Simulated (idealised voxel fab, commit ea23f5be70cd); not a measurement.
Process module name: voxel quadruple lines
Section shown: cut. Width: 205 nm. Cell size: 5 nm, square.
Cross-section layout: square cells on a grid; listed as bands, top to bottom; a band spans one or more cell rows.
The band entry comprises the height of the band's top followed by the height of its bottom, expressed in nm, and subsequently the band's materials from left to right, each stated together with its width in nm. Where a single material is marked with the word "everywhere", that material fills the band from edge to edge. The word "air" represents empty space.
Heads up on the height convention: 0 is the point under which the incoming wafer is all one material, and the lowest band has no bottom, it just keeps going down, like "0 -> down".
When a width is written as two numbers, as in "30..40", the first number is the width in the top row of cells of the band and the second is the width in its bottom row, and the width changes by the same amount from each row to the next.
Step note "nothing got changed" = no cross-section cell changed.
In the "Sealed void list" entry, you get each enclosed empty space of 8 cells or more, one with no open way to the top, written width x height at distance, distance from the left edge, in nm.
On a step's line, text after the settings is the simulator commenting on that step.
On any step carrying a mask, the "overlay nm" setting, if present on the step's line, tells how far right of its planned place the mask lay; negative values point to the left.
Here's what the planned process steps look like
- 1: RECEIVE, material Si
- 2: CONFORMAL_DEP, material Al2O3, thk nm 5
- 3: DIRECTIONAL_DEP, material Ru, thk nm 15
- 4: DIRECTIONAL_DEP, material polySi, thk nm 15
- 5: DIRECTIONAL_DEP, material aC, thk nm 25
- 6: PATTERN, tone cover, mask id MANDREL, material resist, width nm 30, thk nm 30, overlay nm 0
- 7: DIRECTIONAL_ETCH, etch materials aC, depth nm 25
- 8: STRIP, etch materials resist
- 9: CONFORMAL_DEP, material SiO2, thk nm 10
- 10: DIRECTIONAL_ETCH, etch materials SiO2, depth nm 10
- 11: STRIP, etch materials aC
- 12: DIRECTIONAL_ETCH, etch materials polySi, depth nm 15
- 13: STRIP, etch materials SiO2
- 14: CONFORMAL_DEP, material SiCN, thk nm 10
- 15: DIRECTIONAL_ETCH, etch materials SiCN, depth nm 10
- 16: STRIP, etch materials polySi
- 17: DIRECTIONAL_ETCH, etch materials Ru, depth nm 15
- 18: STRIP, etch materials SiCN
- 19: FILL_DEP, material lowk, thk nm 10
- 20: CMP, height nm 20
Of two wafers, the first: run according to plan
Here's what the wafer looked like in cross-section when it arrived - that's after step 1
    0 -> down: Si everywhere
    Sealed void list: none
So this is the wafer cross-section right after step 2
    5 -> 0: Al2O3 everywhere
    Under 0: no change, same as before.
So this is the wafer cross-section right after step 3
    20 -> 5: Ru everywhere
    Under 5: no change, same as before.
So this is the wafer cross-section right after step 4
    35 -> 20: polySi everywhere
    Under 20: no change, same as before.
So this is the wafer cross-section right after step 5
    60 -> 35: aC everywhere
    Under 35: no change, same as before.
So this is the wafer cross-section right after step 6
    90 -> 60: air 85 nm, then resist 30 nm, then air 90 nm
    Under 60: no change, same as before.
So this is the wafer cross-section right after step 7
    65 -> 60: air 85 nm, then resist 30 nm, then air 90 nm
    60 -> 35: air 85 nm, then aC 30 nm, then air 90 nm
    Under 35: no change, same as before.
So this is the wafer cross-section right after step 8
    60 -> 35: air 85 nm, then aC 30 nm, then air 90 nm
    Under 35: no change, same as before.
So this is the wafer cross-section right after step 9
    70 -> 60: air 75 nm, then SiO2 50 nm, then air 80 nm
    60 -> 45: air 75 nm, then SiO2 10 nm, then aC 30 nm, then SiO2 10 nm, then air 80 nm
    45 -> 35: SiO2 85 nm, then aC 30 nm, then SiO2 90 nm
    Under 35: no change, same as before.
So this is the wafer cross-section right after step 10
    60 -> 35: air 75 nm, then SiO2 10 nm, then aC 30 nm, then SiO2 10 nm, then air 80 nm
    Under 35: no change, same as before.
So this is the wafer cross-section right after step 11
    60 -> 35: air 75 nm, then SiO2 10 nm, then air 30 nm, then SiO2 10 nm, then air 80 nm
    Under 35: no change, same as before.
So this is the wafer cross-section right after step 12
    60 -> 35: air 75 nm, then SiO2 10 nm, then air 30 nm, then SiO2 10 nm, then air 80 nm
    35 -> 20: air 75 nm, then polySi 10 nm, then air 30 nm, then polySi 10 nm, then air 80 nm
    Under 20: no change, same as before.
So this is the wafer cross-section right after step 13
    35 -> 20: air 75 nm, then polySi 10 nm, then air 30 nm, then polySi 10 nm, then air 80 nm
    Under 20: no change, same as before.
So this is the wafer cross-section right after step 14
    45 -> 35: air 65 nm, then SiCN 30 nm, then air 10 nm, then SiCN 30 nm, then air 70 nm
    35 -> 30: air 65 nm, then SiCN 10 nm, then polySi 10 nm, then SiCN 10 nm, then air 10 nm, then SiCN 10 nm, then polySi 10 nm, then SiCN 10 nm, then air 70 nm
    30 -> 20: SiCN 75 nm, then polySi 10 nm, then SiCN 30 nm, then polySi 10 nm, then SiCN 80 nm
    Under 20: no change, same as before.
So this is the wafer cross-section right after step 15
    35 -> 20: air 65 nm, then SiCN 10 nm, then polySi 10 nm, then SiCN 10 nm, then air 10 nm, then SiCN 10 nm, then polySi 10 nm, then SiCN 10 nm, then air 70 nm
    Under 20: no change, same as before.
So this is the wafer cross-section right after step 16
    35 -> 20: air 65 nm, then SiCN 10 nm, then air 10 nm, then SiCN 10 nm, then air 10 nm, then SiCN 10 nm, then air 10 nm, then SiCN 10 nm, then air 70 nm
    Under 20: no change, same as before.
So this is the wafer cross-section right after step 17
    35 -> 20: air 65 nm, then SiCN 10 nm, then air 10 nm, then SiCN 10 nm, then air 10 nm, then SiCN 10 nm, then air 10 nm, then SiCN 10 nm, then air 70 nm
    20 -> 5: air 65 nm, then Ru 10 nm, then air 10 nm, then Ru 10 nm, then air 10 nm, then Ru 10 nm, then air 10 nm, then Ru 10 nm, then air 70 nm
    Under 5: no change, same as before.
So this is the wafer cross-section right after step 18
    20 -> 5: air 65 nm, then Ru 10 nm, then air 10 nm, then Ru 10 nm, then air 10 nm, then Ru 10 nm, then air 10 nm, then Ru 10 nm, then air 70 nm
    Under 5: no change, same as before.
So this is the wafer cross-section right after step 19
    30 -> 20: lowk everywhere
    20 -> 5: lowk 65 nm, then Ru 10 nm, then lowk 10 nm, then Ru 10 nm, then lowk 10 nm, then Ru 10 nm, then lowk 10 nm, then Ru 10 nm, then lowk 70 nm
    Under 5: no change, same as before.
So this is the wafer cross-section right after step 20
    20 -> 5: lowk 65 nm, then Ru 10 nm, then lowk 10 nm, then Ru 10 nm, then lowk 10 nm, then Ru 10 nm, then lowk 10 nm, then Ru 10 nm, then lowk 70 nm
    Under 5: no change, same as before.
Second wafer: like start, like plan, one mistake. Through step 5 it matches the first wafer
Cross-section of the second wafer at the time step 6 of the plan should have ended
    90 -> 60: air 85 nm, then resist 35 nm, then air 85 nm
    Under 60: no change, same as before.
Cross-section of the second wafer at the time step 7 of the plan should have ended
    65 -> 60: air 85 nm, then resist 35 nm, then air 85 nm
    60 -> 35: air 85 nm, then aC 35 nm, then air 85 nm
    Under 35: no change, same as before.
Cross-section of the second wafer at the time step 8 of the plan should have ended
    60 -> 35: air 85 nm, then aC 35 nm, then air 85 nm
    Under 35: no change, same as before.
Cross-section of the second wafer at the time step 9 of the plan should have ended
    70 -> 60: air 75 nm, then SiO2 55 nm, then air 75 nm
    60 -> 45: air 75 nm, then SiO2 10 nm, then aC 35 nm, then SiO2 10 nm, then air 75 nm
    45 -> 35: SiO2 85 nm, then aC 35 nm, then SiO2 85 nm
    Under 35: no change, same as before.
Cross-section of the second wafer at the time step 10 of the plan should have ended
    60 -> 35: air 75 nm, then SiO2 10 nm, then aC 35 nm, then SiO2 10 nm, then air 75 nm
    Under 35: no change, same as before.
Cross-section of the second wafer at the time step 11 of the plan should have ended
    60 -> 35: air 75 nm, then SiO2 10 nm, then air 35 nm, then SiO2 10 nm, then air 75 nm
    Under 35: no change, same as before.
Cross-section of the second wafer at the time step 12 of the plan should have ended
    60 -> 35: air 75 nm, then SiO2 10 nm, then air 35 nm, then SiO2 10 nm, then air 75 nm
    35 -> 20: air 75 nm, then polySi 10 nm, then air 35 nm, then polySi 10 nm, then air 75 nm
    Under 20: no change, same as before.
Cross-section of the second wafer at the time step 13 of the plan should have ended
    35 -> 20: air 75 nm, then polySi 10 nm, then air 35 nm, then polySi 10 nm, then air 75 nm
    Under 20: no change, same as before.
Cross-section of the second wafer at the time step 14 of the plan should have ended
    45 -> 35: air 65 nm, then SiCN 30 nm, then air 15 nm, then SiCN 30 nm, then air 65 nm
    35 -> 30: air 65 nm, then SiCN 10 nm, then polySi 10 nm, then SiCN 10 nm, then air 15 nm, then SiCN 10 nm, then polySi 10 nm, then SiCN 10 nm, then air 65 nm
    30 -> 20: SiCN 75 nm, then polySi 10 nm, then SiCN 35 nm, then polySi 10 nm, then SiCN 75 nm
    Under 20: no change, same as before.
Cross-section of the second wafer at the time step 15 of the plan should have ended
    35 -> 20: air 65 nm, then SiCN 10 nm, then polySi 10 nm, then SiCN 10 nm, then air 15 nm, then SiCN 10 nm, then polySi 10 nm, then SiCN 10 nm, then air 65 nm
    Under 20: no change, same as before.
Cross-section of the second wafer at the time step 16 of the plan should have ended
    35 -> 20: air 65 nm, then SiCN 10 nm, then air 10 nm, then SiCN 10 nm, then air 15 nm, then SiCN 10 nm, then air 10 nm, then SiCN 10 nm, then air 65 nm
    Under 20: no change, same as before.
Cross-section of the second wafer at the time step 17 of the plan should have ended
    35 -> 20: air 65 nm, then SiCN 10 nm, then air 10 nm, then SiCN 10 nm, then air 15 nm, then SiCN 10 nm, then air 10 nm, then SiCN 10 nm, then air 65 nm
    20 -> 5: air 65 nm, then Ru 10 nm, then air 10 nm, then Ru 10 nm, then air 15 nm, then Ru 10 nm, then air 10 nm, then Ru 10 nm, then air 65 nm
    Under 5: no change, same as before.
Cross-section of the second wafer at the time step 18 of the plan should have ended
    20 -> 5: air 65 nm, then Ru 10 nm, then air 10 nm, then Ru 10 nm, then air 15 nm, then Ru 10 nm, then air 10 nm, then Ru 10 nm, then air 65 nm
    Under 5: no change, same as before.
Cross-section of the second wafer at the time step 19 of the plan should have ended
    30 -> 20: lowk everywhere
    20 -> 5: lowk 65 nm, then Ru 10 nm, then lowk 10 nm, then Ru 10 nm, then lowk 15 nm, then Ru 10 nm, then lowk 10 nm, then Ru 10 nm, then lowk 65 nm
    Under 5: no change, same as before.
Cross-section of the second wafer at the time step 20 of the plan should have ended
    20 -> 5: lowk 65 nm, then Ru 10 nm, then lowk 10 nm, then Ru 10 nm, then lowk 15 nm, then Ru 10 nm, then lowk 10 nm, then Ru 10 nm, then lowk 65 nm
    Under 5: no change, same as before.
It is concluded that the wafer was processed incorrectly with respect to the plan, in that step 6, actual vs plan mismatch, actual run PATTERN, tone cover, mask id MANDREL, material resist, width nm 35, thk nm 30, overlay nm 0
Upon completion, the cell count for each material on the second wafer equals that on the first, whereas the spatial distribution of those cells differs.
